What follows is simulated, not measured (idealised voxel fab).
You're looking at the process module voxel released beams.
Section cut is 270 nm wide and gridded with 5 nm square cells.
Cross-section layout: square cells on a grid; listed as bands, top to bottom; a band spans one or more cell rows. Heads up on the band format: heights come first, top then bottom, in nm. After that it's the materials left to right, each with its width in nm. A single material flagged "full width" fills the whole band edge to edge, and "blank" means there's empty space there. Heights from 0 (as-received wafer is one material below). Bottom band endless downward, as "0 -> down". It should be noted that a width expressed as "30 to 40" varies in equal increments from row to row of cells within the band, taking the value of the first number at the top row and that of the second number at the bottom row. For the purposes of this document, the phrase "nothing altered" attached to a step denotes that no cell within the cross-section was modified by that step. What "Enclosed void list" gives you is every empty space of 8 cells or more that is cut off from the top. Each appears as width x height at distance, with the distance taken from the left edge and width, height and distance all in nm. The remark found on a step's line after its settings is issued by the simulator itself and pertains to that step. A step line may carry the setting "overlay nm", which, for steps involving a mask, states the distance by which the mask lay to the right of its intended position; negative values denote displacement to the left.
### The following list gives the planned process steps
1. RECEIVE, material Si
2. CONFORMAL_DEP, material Al2O3, thk nm 10
3. DIRECTIONAL_DEP, material SiO2, thk nm 10
4. PATTERN, tone open, mask id ANCHOR, material resist, width nm 40, thk nm 20, overlay nm 0
5. DIRECTIONAL_ETCH, etch materials SiO2, depth nm 10
6. STRIP, etch materials resist
7. CONFORMAL_DEP, material SiN, thk nm 15
8. DIRECTIONAL_DEP, material aC, thk nm 15
9. PATTERN, tone cover, mask id BEAM, material resist, width nm 110, thk nm 35, overlay nm 0
10. DIRECTIONAL_ETCH, etch materials aC, depth nm 15
11. STRIP, etch materials resist
12. DIRECTIONAL_ETCH, etch materials SiN, depth nm 15
13. STRIP, etch materials aC
14. STRIP, etch materials SiO2
### Shown in cross-section is the wafer as received, that is, as it stands after step 1
- 0 -> down  Si full width
- Enclosed void list: none
### Cross-section at module end, one run error; start and plan unchanged from above
- 25 -> 15  blank: 75 to 80 | SiN: 10 to 5 | blank: 30 | SiN: 70 to 5 | blank: 85 to 150
- 15 -> 10  blank: 80 | SiN: 40 | blank: 150
- 10 -> 0  Al2O3 full width
- 0 -> down  Si full width
- Enclosed void list: none
What went wrong in running the wafer? rather than as planned, step 7 actually ran as CONFORMAL_DEP, material SiN, thk nm 5
